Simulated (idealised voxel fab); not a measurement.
This section sets out a process module, namely voxel capacitor over wiring.
Shown is cross-section cut, with a width of 195 nm and square cells of size 5 nm.
A cross-section in this document is a grid of square cells, and it is written down as bands, the top band listed before the ones below it; a band is made up of one or more rows of cells.
Look at the band entry: it leads with the top's height and the bottom's height in nm. Then it lists the materials left to right, with a width in nm for each. The word "full width" on a single material says that material fills the band edge to edge. The word "empty" is empty space.
Where do heights start? At 0: under that level the wafer as delivered is made of one material only. And the lowest band has no floor; it just carries on downward, as in "from 0 down".
Note: "30..40" means the width goes from the first number (top row of the band) to the second number (bottom row) in equal steps per row of cells.
Step note "nothing altered" = no cross-section cell changed.
Look at "Unvented internal voids" for the closed voids: empty spaces with no open path to the top, sized 8 cells or up. Each is width x height at distance, distance from the left edge, all nm.
On each step's line, the part that comes after the settings is the simulator's own comment on the step.
A step's line can hold "overlay nm"; with a mask on that step, the setting says how far right of the planned place the mask lay, while a negative setting says it lay to the left.
Layout of what follows: cross-section pairs, each bracketing one process step, the after cross-section shown only to the lowest band that changed, the step between and its settings noted under each pair. Pairs may originate in different runs of this module on the same starting wafer; a pair continues from the pair above only where its entry headed "Pre-process cross-section" says so.
# Pre-process cross-section
  from 100 to 80 = SiO2 full width
  from 80 to 75 = SiO2=55 | HfO2=55 | SiO2=85
  from 75 to 65 = SiO2=50 | TiN=65 | SiO2=80
  from 65 to 55 = TiN full width
  from 55 to 45 = lowk=55 | Ru=15 | lowk=125
  from 45 to 40 = SiCN=55 | Ru=15 | SiCN=125
  from 40 to 20 = SiO2=45 | TiN=5 | Ru=15 | TiN=5 | SiO2=50 | TiN=5 | Ru=15 | TiN=5 | SiO2=50
  from 20 to 15 = SiN=45 | TiN=25 | SiN=50 | TiN=25 | SiN=50
  from 15 to 0 = SiO2 full width
  from 0 down = Si full width
  Unvented internal voids: none
# Result of Step
  from 95 to 80 = SiO2 full width
  All layers under 80 are left as they were.
  Unvented internal voids: none
Looking at the two cross-sections above, the step in the middle is CMP, height nm 95
Pre-process cross-section: starting point is the after cross-section of the pair just above.
# Result of Step
  from 115 to 95 = resist=65 | empty=15 | resist=115
  All layers under 95 are left as they were.
  Unvented internal voids: none
Looking at the two cross-sections above, the step in the middle is PATTERN, tone open, mask id PLUG_2, material resist, width nm 15, thk nm 20, overlay nm 0
Pre-process cross-section: starting point is the after cross-section of the pair just above.
# Result of Step
  from 115 to 95 = resist=65 | empty=15 | resist=115
  from 95 to 80 = SiO2=65 | empty=15 | SiO2=115
  All layers under 80 are left as they were.
  Unvented internal voids: none
Looking at the two cross-sections above, the step in the middle is DIRECTIONAL_ETCH, etch materials SiO2, depth nm 15
Pre-process cross-section: starting point is the after cross-section of the pair just above.
# Result of Step
  from 95 to 80 = SiO2=65 | empty=15 | SiO2=115
  All layers under 80 are left as they were.
  Unvented internal voids: none
Looking at the two cross-sections above, the step in the middle is STRIP, etch materials resist
Pre-process cross-section: starting point is the after cross-section of the pair just above.
# Result of Step
  from 100 to 95 = TiN=70 | empty=5 | TiN=120
  from 95 to 85 = SiO2=65 | TiN=5 | empty=5 | TiN=5 | SiO2=115
  from 85 to 80 = SiO2=65 | TiN=15 | SiO2=115
  All layers under 80 are left as they were.
  Unvented internal voids: none
Looking at the two cross-sections above, the step in the middle is CONFORMAL_DEP, material TiN, thk nm 5
Pre-process cross-section: starting point is the after cross-section of the pair just above.
# Result of Step
  from 105 to 100 = Ru full width
  from 100 to 95 = TiN=70 | Ru=5 | TiN=120
  from 95 to 85 = SiO2=65 | TiN=5 | Ru=5 | TiN=5 | SiO2=115
  All layers under 85 are left as they were.
  Unvented internal voids: none
Looking at the two cross-sections above, the step in the middle is FILL_DEP, material Ru, thk nm 5
Pre-process cross-section: starting point is the after cross-section of the pair just above.
# Result of Step
  from 95 to 85 = SiO2=65 | TiN=5 | Ru=5 | TiN=5 | SiO2=115
  All layers under 85 are left as they were.
  Unvented internal voids: none
Looking at the two cross-sections above, the step in the middle is CMP, height nm 95
Pre-process cross-section: starting point is the after cross-section of the pair just above.
# Result of Step
  from 100 to 95 = SiCN full width
  All layers under 95 are left as they were.
  Unvented internal voids: none
Looking at the two cross-sections above, the step in the middle is CONFORMAL_DEP, material SiCN, thk nm 5
# Pre-process cross-section
  from 105 to 100 = Ru full width
  from 100 to 95 = TiN=70 | Ru=5 | TiN=120
  from 95 to 85 = SiO2=65 | TiN=5 | Ru=5 | TiN=5 | SiO2=115
  from 85 to 80 = SiO2=65 | TiN=15 | SiO2=115
  from 80 to 70 = SiO2=55 | TiN=55 | SiO2=85
  from 70 to 65 = SiO2=55 | HfO2=55 | SiO2=85
  from 65 to 55 = SiO2=50 | TiN=65 | SiO2=80
  from 55 to 45 = lowk=55 | Ru=15 | lowk=125
  from 45 to 40 = SiCN=55 | Ru=15 | SiCN=125
  from 40 to 20 = SiO2=45 | TiN=5 | Ru=15 | TiN=5 | SiO2=50 | TiN=5 | Ru=15 | TiN=5 | SiO2=50
  from 20 to 15 = SiN=45 | TiN=25 | SiN=50 | TiN=25 | SiN=50
  from 15 to 0 = SiO2 full width
  from 0 down = Si full width
  Unvented internal voids: none
# Result of Step
  from 85 to 80 = SiO2=65 | TiN=15 | SiO2=115
  All layers under 80 are left as they were.
  Unvented internal voids: none
Looking at the two cross-sections above, the step in the middle is CMP, height nm 85
Pre-process cross-section: starting point is the after cross-section of the pair just above.
# Result of Step
  from 90 to 85 = SiCN full width
  All layers under 85 are left as they were.
  Unvented internal voids: none
Looking at the two cross-sections above, the step in the middle is CONFORMAL_DEP, material SiCN, thk nm 5
# Pre-process cross-section
  from 95 to 80 = SiO2 full width
  from 80 to 70 = SiO2=55 | TiN=55 | SiO2=85
  from 70 to 65 = SiO2=55 | HfO2=55 | SiO2=85
  from 65 to 55 = SiO2=50 | TiN=65 | SiO2=80
  from 55 to 45 = lowk=55 | Ru=15 | lowk=125
  from 45 to 40 = SiCN=55 | Ru=15 | SiCN=125
  from 40 to 20 = SiO2=45 | TiN=5 | Ru=15 | TiN=5 | SiO2=50 | TiN=5 | Ru=15 | TiN=5 | SiO2=50
  from 20 to 15 = SiN=45 | TiN=25 | SiN=50 | TiN=25 | SiN=50
  from 15 to 0 = SiO2 full width
  from 0 down = Si full width
  Unvented internal voids: none
# Result of Step
  from 115 to 95 = resist=60 | empty=25 | resist=110
  All layers under 95 are left as they were.
  Unvented internal voids: none
Looking at the two cross-sections above, the step in the middle is PATTERN, tone open, mask id PLUG_2, material resist, width nm 25, thk nm 20, overlay nm 0
Pre-process cross-section: starting point is the after cross-section of the pair just above.
# Result of Step
  from 115 to 95 = resist=60 | empty=25 | resist=110
  from 95 to 80 = SiO2=60 | empty=25 | SiO2=110
  All layers under 80 are left as they were.
  Unvented internal voids: none
Looking at the two cross-sections above, the step in the middle is DIRECTIONAL_ETCH, etch materials SiO2, depth nm 15
Pre-process cross-section: starting point is the after cross-section of the pair just above.
# Result of Step
  from 95 to 80 = SiO2=60 | empty=25 | SiO2=110
  All layers under 80 are left as they were.
  Unvented internal voids: none
Looking at the two cross-sections above, the step in the middle is STRIP, etch materials resist
Pre-process cross-section: starting point is the after cross-section of the pair just above.
# Result of Step
  from 100 to 95 = TiN=65 | empty=15 | TiN=115
  from 95 to 85 = SiO2=60 | TiN=5 | empty=15 | TiN=5 | SiO2=110
  from 85 to 80 = SiO2=60 | TiN=25 | SiO2=110
  All layers under 80 are left as they were.
  Unvented internal voids: none
Looking at the two cross-sections above, the step in the middle is CONFORMAL_DEP, material TiN, thk nm 5
Pre-process cross-section: starting point is the after cross-section of the pair just above.
# Result of Step
  from 105 to 100 = Ru full width
  from 100 to 95 = TiN=65 | Ru=15 | TiN=115
  from 95 to 85 = SiO2=60 | TiN=5 | Ru=15 | TiN=5 | SiO2=110
  All layers under 85 are left as they were.
  Unvented internal voids: none
Looking at the two cross-sections above, the step in the middle is FILL_DEP, material Ru, thk nm 5
Pre-process cross-section: starting point is the after cross-section of the pair just above.
# Result of Step
  from 95 to 85 = SiO2=60 | TiN=5 | Ru=15 | TiN=5 | SiO2=110
  All layers under 85 are left as they were.
  Unvented internal voids: none
Looking at the two cross-sections above, the step in the middle is CMP, height nm 95
Pre-process cross-section: starting point is the after cross-section of the pair just above.
# Result of Step
  from 100 to 95 = SiCN full width
  All layers under 95 are left as they were.
  Unvented internal voids: none
Looking at the two cross-sections above, the step in the middle is CONFORMAL_DEP, material SiCN, thk nm 5
# Pre-process cross-section
  from 55 to 40 = aC full width
  from 40 to 20 = SiO2 full width
  from 20 to 15 = SiN full width
  from 15 to 0 = SiO2 full width
  from 0 down = Si full width
  Unvented internal voids: none
# Result of Step
  from 90 to 55 = resist=40 | empty=25 | resist=50 | empty=25 | resist=55
  All layers under 55 are left as they were.
  Unvented internal voids: none
Looking at the two cross-sections above, the step in the middle is PATTERN, tone open, mask id METAL_1, material resist, width nm 25, pitch nm 75, thk nm 35, overlay nm -5
Pre-process cross-section: starting point is the after cross-section of the pair just above.
# Result of Step
  from 75 to 55 = resist=40 | empty=25 | resist=50 | empty=25 | resist=55
  from 55 to 40 = aC=40 | empty=25 | aC=50 | empty=25 | aC=55
  All layers under 40 are left as they were.
  Unvented internal voids: none
Looking at the two cross-sections above, the step in the middle is DIRECTIONAL_ETCH, etch materials aC, depth nm 15
Pre-process cross-section: starting point is the after cross-section of the pair just above.
# Result of Step
  from 55 to 40 = aC=40 | empty=25 | aC=50 | empty=25 | aC=55
  All layers under 40 are left as they were.
  Unvented internal voids: none
Looking at the two cross-sections above, the step in the middle is STRIP, etch materials resist
Pre-process cross-section: starting point is the after cross-section of the pair just above.
# Result of Step
  from 55 to 40 = aC=40 | empty=25 | aC=50 | empty=25 | aC=55
  from 40 to 20 = SiO2=40 | empty=25 | SiO2=50 | empty=25 | SiO2=55
  All layers under 20 are left as they were.
  Unvented internal voids: none
Looking at the two cross-sections above, the step in the middle is DIRECTIONAL_ETCH, etch materials SiO2, depth nm 20
Pre-process cross-section: starting point is the after cross-section of the pair just above.
# Result of Step
  from 55 to 40 = aC=40 | empty=25 | aC=50 | empty=25 | aC=55
  from 40 to 20 = SiO2=40 | empty=25 | SiO2=50 | empty=25 | SiO2=55
  from 20 to 15 = SiN=40 | empty=25 | SiN=50 | empty=25 | SiN=55
  All layers under 15 are left as they were.
  Unvented internal voids: none
Looking at the two cross-sections above, the step in the middle is DIRECTIONAL_ETCH, etch materials SiN, depth nm 5
Pre-process cross-section: starting point is the after cross-section of the pair just above.
# Result of Step
  from 40 to 20 = SiO2=40 | empty=25 | SiO2=50 | empty=25 | SiO2=55
  All layers under 20 are left as they were.
  Unvented internal voids: none
Looking at the two cross-sections above, the step in the middle is STRIP, etch materials aC
Pre-process cross-section: starting point is the after cross-section of the pair just above.
# Result of Step
  from 45 to 40 = TiN=45 | empty=15 | TiN=60 | empty=15 | TiN=60
  from 40 to 20 = SiO2=40 | TiN=5 | empty=15 | TiN=5 | SiO2=50 | TiN=5 | empty=15 | TiN=5 | SiO2=55
  from 20 to 15 = SiN=40 | TiN=25 | SiN=50 | TiN=25 | SiN=55
  All layers under 15 are left as they were.
  Unvented internal voids: none
Looking at the two cross-sections above, the step in the middle is CONFORMAL_DEP, material TiN, thk nm 5
Pre-process cross-section: starting point is the after cross-section of the pair just above.
# Result of Step
  from 50 to 45 = Ru full width
  from 45 to 40 = TiN=45 | Ru=15 | TiN=60 | Ru=15 | TiN=60
  from 40 to 20 = SiO2=40 | TiN=5 | Ru=15 | TiN=5 | SiO2=50 | TiN=5 | Ru=15 | TiN=5 | SiO2=55
  All layers under 20 are left as they were.
  Unvented internal voids: none
Looking at the two cross-sections above, the step in the middle is FILL_DEP, material Ru, thk nm 5
Pre-process cross-section: starting point is the after cross-section of the pair just above.
# Result of Step
  from 40 to 20 = SiO2=40 | TiN=5 | Ru=15 | TiN=5 | SiO2=50 | TiN=5 | Ru=15 | TiN=5 | SiO2=55
  All layers under 20 are left as they were.
  Unvented internal voids: none
Looking at the two cross-sections above, the step in the middle is CMP, height nm 40
Pre-process cross-section: starting point is the after cross-section of the pair just above.
# Result of Step
  from 45 to 40 = SiCN full width
  All layers under 40 are left as they were.
  Unvented internal voids: none
Looking at the two cross-sections above, the step in the middle is CONFORMAL_DEP, material SiCN, thk nm 5
Pre-process cross-section: starting point is the after cross-section of the pair just above.
# Result of Step
  from 55 to 45 = lowk full width
  All layers under 45 are left as they were.
  Unvented internal voids: none
Looking at the two cross-sections above, the step in the middle is DIRECTIONAL_DEP, material lowk, thk nm 10
Pre-process cross-section: starting point is the after cross-section of the pair just above.
# Result of Step
  from 55 to 45 = lowk=55 | empty=15 | lowk=125
  All layers under 45 are left as they were.
  Unvented internal voids: none
Looking at the two cross-sections above, the step in the middle is MASKED_ETCH, tone open, mask id PLUG_1, width nm 15, etch materials lowk, depth nm 10, overlay nm 0
Pre-process cross-section: starting point is the after cross-section of the pair just above.
# Result of Step
  from 55 to 45 = lowk=55 | empty=15 | lowk=125
  from 45 to 40 = SiCN=55 | empty=15 | SiCN=125
  All layers under 40 are left as they were.
  Unvented internal voids: none
Looking at the two cross-sections above, the step in the middle is MASKED_ETCH, tone open, mask id PLUG_1, width nm 15, etch materials SiCN, depth nm 5, overlay nm 0
Pre-process cross-section: starting point is the after cross-section of the pair just above.
# Result of Step
  from 55 to 50 = lowk=55 | empty=15 | lowk=125
  from 50 to 45 = lowk=55 | Ru=15 | lowk=125
  from 45 to 40 = SiCN=55 | Ru=15 | SiCN=125
  All layers under 40 are left as they were.
  Unvented internal voids: none
Looking at the two cross-sections above, the step in the middle is EPI, material Ru, thk nm 10
Pre-process cross-section: starting point is the after cross-section of the pair just above.
# Result of Step
  from 55 to 45 = lowk=55 | Ru=15 | lowk=125
  All layers under 45 are left as they were.
  Unvented internal voids: none
Looking at the two cross-sections above, the step in the middle is EPI, material Ru, thk nm 5
Pre-process cross-section: starting point is the after cross-section of the pair just above.
# Result of Step
  from 65 to 55 = TiN full width
  All layers under 55 are left as they were.
  Unvented internal voids: none
Looking at the two cross-sections above, the step in the middle is DIRECTIONAL_DEP, material TiN, thk nm 10
Pre-process cross-section: starting point is the after cross-section of the pair just above.
# Result of Step
  from 70 to 65 = HfO2 full width
  All layers under 65 are left as they were.
  Unvented internal voids: none
Looking at the two cross-sections above, the step in the middle is DIRECTIONAL_DEP, material HfO2, thk nm 5
Pre-process cross-section: starting point is the after cross-section of the pair just above.
# Result of Step
  from 80 to 70 = TiN full width
  All layers under 70 are left as they were.
  Unvented internal voids: none
Looking at the two cross-sections above, the step in the middle is DIRECTIONAL_DEP, material TiN, thk nm 10
Pre-process cross-section: starting point is the after cross-section of the pair just above.
# Result of Step
  from 95 to 80 = empty=55 | resist=55 | empty=85
  All layers under 80 are left as they were.
  Unvented internal voids: none
Looking at the two cross-sections above, the step in the middle is PATTERN, tone cover, mask id UPPER_PLATE, material resist, width nm 55, thk nm 15, overlay nm 0
Pre-process cross-section: starting point is the after cross-section of the pair just above.
# Result of Step
  from 95 to 80 = empty=55 | resist=55 | empty=85
  from 80 to 70 = empty=55 | TiN=55 | empty=85
  All layers under 70 are left as they were.
  Unvented internal voids: none
Looking at the two cross-sections above, the step in the middle is DIRECTIONAL_ETCH, etch materials TiN, depth nm 10
Pre-process cross-section: starting point is the after cross-section of the pair just above.
# Result of Step
  from 95 to 80 = empty=55 | resist=55 | empty=85
  from 80 to 70 = empty=55 | TiN=55 | empty=85
  from 70 to 65 = empty=55 | HfO2=55 | empty=85
  All layers under 65 are left as they were.
  Unvented internal voids: none
Looking at the two cross-sections above, the step in the middle is DIRECTIONAL_ETCH, etch materials HfO2, depth nm 5
Pre-process cross-section: starting point is the after cross-section of the pair just above.
# Result of Step
  from 80 to 70 = empty=55 | TiN=55 | empty=85
  All layers under 70 are left as they were.
  Unvented internal voids: none
Looking at the two cross-sections above, the step in the middle is STRIP, etch materials resist
Pre-process cross-section: starting point is the after cross-section of the pair just above.
# Result of Step
  from 95 to 80 = empty=50 | resist=65 | empty=80
  from 80 to 70 = empty=50 | resist=5 | TiN=55 | resist=5 | empty=80
  from 70 to 65 = empty=50 | resist=5 | HfO2=55 | resist=5 | empty=80
  All layers under 65 are left as they were.
  Unvented internal voids: none
Looking at the two cross-sections above, the step in the middle is PATTERN, tone cover, mask id LOWER_PLATE, material resist, width nm 65, thk nm 15, overlay nm 0
Pre-process cross-section: starting point is the after cross-section of the pair just above.
# Result of Step
  from 95 to 80 = empty=50 | resist=65 | empty=80
  from 80 to 70 = empty=50 | resist=5 | TiN=55 | resist=5 | empty=80
  from 70 to 65 = empty=50 | resist=5 | HfO2=55 | resist=5 | empty=80
  from 65 to 55 = empty=50 | TiN=65 | empty=80
  All layers under 55 are left as they were.
  Unvented internal voids: none
Looking at the two cross-sections above, the step in the middle is DIRECTIONAL_ETCH, etch materials TiN, depth nm 10
Pre-process cross-section: starting point is the after cross-section of the pair just above.
# Result of Step
  from 80 to 70 = empty=55 | TiN=55 | empty=85
  from 70 to 65 = empty=55 | HfO2=55 | empty=85
  All layers under 65 are left as they were.
  Unvented internal voids: none
Looking at the two cross-sections above, the step in the middle is STRIP, etch materials resist
Pre-process cross-section: starting point is the after cross-section of the pair just above.
# Result of Step
  from 100 to 80 = SiO2 full width
  from 80 to 70 = SiO2=55 | TiN=55 | SiO2=85
  from 70 to 65 = SiO2=55 | HfO2=55 | SiO2=85
  from 65 to 55 = SiO2=50 | TiN=65 | SiO2=80
  All layers under 55 are left as they were.
  Unvented internal voids: none
Looking at the two cross-sections above, the step in the middle is FILL_DEP, material SiO2, thk nm 20
Pre-process cross-section: starting point is the after cross-section of the pair just above.
# Result of Step
  from 95 to 80 = SiO2 full width
  All layers under 80 are left as they were.
  Unvented internal voids: none
Looking at the two cross-sections above, the step in the middle is CMP, height nm 95
Pre-process cross-section: starting point is the after cross-section of the pair just above.
# Result of Step
  from 115 to 95 = resist=65 | empty=15 | resist=115
  All layers under 95 are left as they were.
  Unvented internal voids: none
Looking at the two cross-sections above, the step in the middle is PATTERN, tone open, mask id PLUG_2, material resist, width nm 15, thk nm 20, overlay nm 0
Pre-process cross-section: starting point is the after cross-section of the pair just above.
# Result of Step
  from 115 to 95 = resist=65 | empty=15 | resist=115
  from 95 to 80 = SiO2=65 | empty=15 | SiO2=115
  All layers under 80 are left as they were.
  Unvented internal voids: none
Looking at the two cross-sections above, the step in the middle is DIRECTIONAL_ETCH, etch materials SiO2, depth nm 15
Pre-process cross-section: starting point is the after cross-section of the pair just above.
# Result of Step
  from 95 to 80 = SiO2=65 | empty=15 | SiO2=115
  All layers under 80 are left as they were.
  Unvented internal voids: none
Looking at the two cross-sections above, the step in the middle is STRIP, etch materials resist
Pre-process cross-section: starting point is the after cross-section of the pair just above.
# Result of Step
  from 100 to 95 = TiN=70 | empty=5 | TiN=120
  from 95 to 85 = SiO2=65 | TiN=5 | empty=5 | TiN=5 | SiO2=115
  from 85 to 80 = SiO2=65 | TiN=15 | SiO2=115
  All layers under 80 are left as they were.
  Unvented internal voids: none
Looking at the two cross-sections above, the step in the middle is CONFORMAL_DEP, material TiN, thk nm 5
Pre-process cross-section: starting point is the after cross-section of the pair just above.
# Result of Step
  from 105 to 100 = Ru full width
  from 100 to 95 = TiN=70 | Ru=5 | TiN=120
  from 95 to 85 = SiO2=65 | TiN=5 | Ru=5 | TiN=5 | SiO2=115
  All layers under 85 are left as they were.
  Unvented internal voids: none
Looking at the two cross-sections above, the step in the middle is FILL_DEP, material Ru, thk nm 5
Pre-process cross-section: starting point is the after cross-section of the pair just above.
# Result of Step
  from 95 to 85 = SiO2=65 | TiN=5 | Ru=5 | TiN=5 | SiO2=115
  All layers under 85 are left as they were.
  Unvented internal voids: none
Looking at the two cross-sections above, the step in the middle is CMP, height nm 95
Pre-process cross-section: starting point is the after cross-section of the pair just above.
# Result of Step
  from 100 to 95 = SiCN full width
  All layers under 95 are left as they were.
  Unvented internal voids: none
Looking at the two cross-sections above, the step in the middle is CONFORMAL_DEP, material SiCN, thk nm 5
# Pre-process cross-section
  from 45 to 40 = TiN=50 | empty=15 | TiN=60 | empty=15 | TiN=55
  from 40 to 20 = SiO2=45 | TiN=5 | empty=15 | TiN=5 | SiO2=50 | TiN=5 | empty=15 | TiN=5 | SiO2=50
  from 20 to 15 = SiN=45 | TiN=25 | SiN=50 | TiN=25 | SiN=50
  from 15 to 0 = SiO2 full width
  from 0 down = Si full width
  Unvented internal voids: none
# Result of Step
  from 50 to 45 = HfO2 full width
  from 45 to 40 = TiN=50 | HfO2=15 | TiN=60 | HfO2=15 | TiN=55
  from 40 to 20 = SiO2=45 | TiN=5 | HfO2=15 | TiN=5 | SiO2=50 | TiN=5 | HfO2=15 | TiN=5 | SiO2=50
  All layers under 20 are left as they were.
  Unvented internal voids: none
Looking at the two cross-sections above, the step in the middle is FILL_DEP, material HfO2, thk nm 5
Pre-process cross-section: starting point is the after cross-section of the pair just above.
# Result of Step
  from 40 to 20 = SiO2=45 | TiN=5 | HfO2=15 | TiN=5 | SiO2=50 | TiN=5 | HfO2=15 | TiN=5 | SiO2=50
  All layers under 20 are left as they were.
  Unvented internal voids: none
Looking at the two cross-sections above, the step in the middle is CMP, height nm 40
Pre-process cross-section: starting point is the after cross-section of the pair just above.
# Result of Step
  from 45 to 40 = SiCN full width
  All layers under 40 are left as they were.
  Unvented internal voids: none
Looking at the two cross-sections above, the step in the middle is CONFORMAL_DEP, material SiCN, thk nm 5
Pre-process cross-section: starting point is the after cross-section of the pair just above.
# Result of Step
  from 55 to 45 = lowk full width
  All layers under 45 are left as they were.
  Unvented internal voids: none
Looking at the two cross-sections above, the step in the middle is DIRECTIONAL_DEP, material lowk, thk nm 10
Pre-process cross-section: starting point is the after cross-section of the pair just above.
# Result of Step
  from 55 to 45 = lowk=55 | empty=15 | lowk=125
  All layers under 45 are left as they were.
  Unvented internal voids: none
Looking at the two cross-sections above, the step in the middle is MASKED_ETCH, tone open, mask id PLUG_1, width nm 15, etch materials lowk, depth nm 10, overlay nm 0
Pre-process cross-section: starting point is the after cross-section of the pair just above.
# Result of Step
  from 55 to 45 = lowk=55 | empty=15 | lowk=125
  from 45 to 40 = SiCN=55 | empty=15 | SiCN=125
  All layers under 40 are left as they were.
  Unvented internal voids: none
Looking at the two cross-sections above, the step in the middle is MASKED_ETCH, tone open, mask id PLUG_1, width nm 15, etch materials SiCN, depth nm 5, overlay nm 0
Pre-process cross-section: starting point is the after cross-section of the pair just above.
# Result of Step
  from 55 to 50 = lowk=55 | empty=15 | lowk=125
  from 50 to 45 = lowk=55 | Ru=15 | lowk=125
  from 45 to 40 = SiCN=55 | Ru=15 | SiCN=125
  All layers under 40 are left as they were.
  Unvented internal voids: none
Looking at the two cross-sections above, the step in the middle is EPI, material Ru, thk nm 10
Pre-process cross-section: starting point is the after cross-section of the pair just above.
# Result of Step
  from 55 to 45 = lowk=55 | Ru=15 | lowk=125
  All layers under 45 are left as they were.
  Unvented internal voids: none
Looking at the two cross-sections above, the step in the middle is EPI, material Ru, thk nm 5
Pre-process cross-section: starting point is the after cross-section of the pair just above.
# Result of Step
  from 65 to 55 = TiN full width
  All layers under 55 are left as they were.
  Unvented internal voids: none
Looking at the two cross-sections above, the step in the middle is DIRECTIONAL_DEP, material TiN, thk nm 10
Pre-process cross-section: starting point is the after cross-section of the pair just above.
# Result of Step
  from 70 to 65 = HfO2 full width
  All layers under 65 are left as they were.
  Unvented internal voids: none
Looking at the two cross-sections above, the step in the middle is DIRECTIONAL_DEP, material HfO2, thk nm 5
Pre-process cross-section: starting point is the after cross-section of the pair just above.
# Result of Step
  from 80 to 70 = TiN full width
  All layers under 70 are left as they were.
  Unvented internal voids: none
Looking at the two cross-sections above, the step in the middle is DIRECTIONAL_DEP, material TiN, thk nm 10
Pre-process cross-section: starting point is the after cross-section of the pair just above.
# Result of Step
  from 95 to 80 = empty=55 | resist=55 | empty=85
  All layers under 80 are left as they were.
  Unvented internal voids: none
Looking at the two cross-sections above, the step in the middle is PATTERN, tone cover, mask id UPPER_PLATE, material resist, width nm 55, thk nm 15, overlay nm 0
Pre-process cross-section: starting point is the after cross-section of the pair just above.
# Result of Step
  from 95 to 80 = empty=55 | resist=55 | empty=85
  from 80 to 70 = empty=55 | TiN=55 | empty=85
  All layers under 70 are left as they were.
  Unvented internal voids: none
Looking at the two cross-sections above, the step in the middle is DIRECTIONAL_ETCH, etch materials TiN, depth nm 10
Pre-process cross-section: starting point is the after cross-section of the pair just above.
# Result of Step
  from 95 to 80 = empty=55 | resist=55 | empty=85
  from 80 to 70 = empty=55 | TiN=55 | empty=85
  from 70 to 65 = empty=55 | HfO2=55 | empty=85
  All layers under 65 are left as they were.
  Unvented internal voids: none
Looking at the two cross-sections above, the step in the middle is DIRECTIONAL_ETCH, etch materials HfO2, depth nm 5
Pre-process cross-section: starting point is the after cross-section of the pair just above.
# Result of Step
  from 80 to 70 = empty=55 | TiN=55 | empty=85
  All layers under 70 are left as they were.
  Unvented internal voids: none
Looking at the two cross-sections above, the step in the middle is STRIP, etch materials resist
Pre-process cross-section: starting point is the after cross-section of the pair just above.
# Result of Step
  from 95 to 80 = empty=50 | resist=65 | empty=80
  from 80 to 70 = empty=50 | resist=5 | TiN=55 | resist=5 | empty=80
  from 70 to 65 = empty=50 | resist=5 | HfO2=55 | resist=5 | empty=80
  All layers under 65 are left as they were.
  Unvented internal voids: none
Looking at the two cross-sections above, the step in the middle is PATTERN, tone cover, mask id LOWER_PLATE, material resist, width nm 65, thk nm 15, overlay nm 0
Pre-process cross-section: starting point is the after cross-section of the pair just above.
# Result of Step
  from 95 to 80 = empty=50 | resist=65 | empty=80
  from 80 to 70 = empty=50 | resist=5 | TiN=55 | resist=5 | empty=80
  from 70 to 65 = empty=50 | resist=5 | HfO2=55 | resist=5 | empty=80
  from 65 to 55 = empty=50 | TiN=65 | empty=80
  All layers under 55 are left as they were.
  Unvented internal voids: none
Looking at the two cross-sections above, the step in the middle is DIRECTIONAL_ETCH, etch materials TiN, depth nm 10
Pre-process cross-section: starting point is the after cross-section of the pair just above.
# Result of Step
  from 80 to 70 = empty=55 | TiN=55 | empty=85
  from 70 to 65 = empty=55 | HfO2=55 | empty=85
  All layers under 65 are left as they were.
  Unvented internal voids: none
Looking at the two cross-sections above, the step in the middle is STRIP, etch materials resist
Pre-process cross-section: starting point is the after cross-section of the pair just above.
# Result of Step
  from 100 to 80 = SiO2 full width
  from 80 to 70 = SiO2=55 | TiN=55 | SiO2=85
  from 70 to 65 = SiO2=55 | HfO2=55 | SiO2=85
  from 65 to 55 = SiO2=50 | TiN=65 | SiO2=80
  All layers under 55 are left as they were.
  Unvented internal voids: none
Looking at the two cross-sections above, the step in the middle is FILL_DEP, material SiO2, thk nm 20
Pre-process cross-section: starting point is the after cross-section of the pair just above.
# Result of Step
  from 95 to 80 = SiO2 full width
  All layers under 80 are left as they were.
  Unvented internal voids: none
Looking at the two cross-sections above, the step in the middle is CMP, height nm 95
Pre-process cross-section: starting point is the after cross-section of the pair just above.
# Result of Step
  from 115 to 95 = resist=65 | empty=15 | resist=115
  All layers under 95 are left as they were.
  Unvented internal voids: none
Looking at the two cross-sections above, the step in the middle is PATTERN, tone open, mask id PLUG_2, material resist, width nm 15, thk nm 20, overlay nm 0
Pre-process cross-section: starting point is the after cross-section of the pair just above.
# Result of Step
  from 115 to 95 = resist=65 | empty=15 | resist=115
  from 95 to 80 = SiO2=65 | empty=15 | SiO2=115
  All layers under 80 are left as they were.
  Unvented internal voids: none
Looking at the two cross-sections above, the step in the middle is DIRECTIONAL_ETCH, etch materials SiO2, depth nm 15
Pre-process cross-section: starting point is the after cross-section of the pair just above.
# Result of Step
  from 95 to 80 = SiO2=65 | empty=15 | SiO2=115
  All layers under 80 are left as they were.
  Unvented internal voids: none
Looking at the two cross-sections above, the step in the middle is STRIP, etch materials resist
Pre-process cross-section: starting point is the after cross-section of the pair just above.
# Result of Step
  from 100 to 95 = TiN=70 | empty=5 | TiN=120
  from 95 to 85 = SiO2=65 | TiN=5 | empty=5 | TiN=5 | SiO2=115
  from 85 to 80 = SiO2=65 | TiN=15 | SiO2=115
  All layers under 80 are left as they were.
  Unvented internal voids: none
Looking at the two cross-sections above, the step in the middle is CONFORMAL_DEP, material TiN, thk nm 5
Pre-process cross-section: starting point is the after cross-section of the pair just above.
# Result of Step
  from 105 to 100 = Ru full width
  from 100 to 95 = TiN=70 | Ru=5 | TiN=120
  from 95 to 85 = SiO2=65 | TiN=5 | Ru=5 | TiN=5 | SiO2=115
  All layers under 85 are left as they were.
  Unvented internal voids: none
Looking at the two cross-sections above, the step in the middle is FILL_DEP, material Ru, thk nm 5
Pre-process cross-section: starting point is the after cross-section of the pair just above.
# Result of Step
  from 95 to 85 = SiO2=65 | TiN=5 | Ru=5 | TiN=5 | SiO2=115
  All layers under 85 are left as they were.
  Unvented internal voids: none
Looking at the two cross-sections above, the step in the middle is CMP, height nm 95
Pre-process cross-section: starting point is the after cross-section of the pair just above.
# Result of Step
  from 100 to 95 = SiCN full width
  All layers under 95 are left as they were.
  Unvented internal voids: none
Looking at the two cross-sections above, the step in the middle is CONFORMAL_DEP, material SiCN, thk nm 5
# Pre-process cross-section
  from 95 to 80 = SiO2 full width
  from 80 to 70 = SiO2=55 | TiN=55 | SiO2=85
  from 70 to 65 = SiO2=55 | HfO2=55 | SiO2=85
  from 65 to 55 = SiO2=50 | TiN=65 | SiO2=80
  from 55 to 45 = lowk=55 | Ru=15 | lowk=125
  from 45 to 40 = SiCN=55 | Ru=15 | SiCN=125
  from 40 to 20 = SiO2=45 | TiN=5 | Ru=15 | TiN=5 | SiO2=50 | TiN=5 | Ru=15 | TiN=5 | SiO2=50
  from 20 to 15 = SiN=45 | TiN=25 | SiN=50 | TiN=25 | SiN=50
  from 15 to 0 = SiO2 full width
  from 0 down = Si full width
  Unvented internal voids: none
# Result of Step
  from 115 to 95 = empty=65 | resist=15 | empty=115
  All layers under 95 are left as they were.
  Unvented internal voids: none
Looking at the two cross-sections above, the step in the middle is PATTERN, tone cover, mask id PLUG_2, material resist, width nm 15, thk nm 20, overlay nm 0
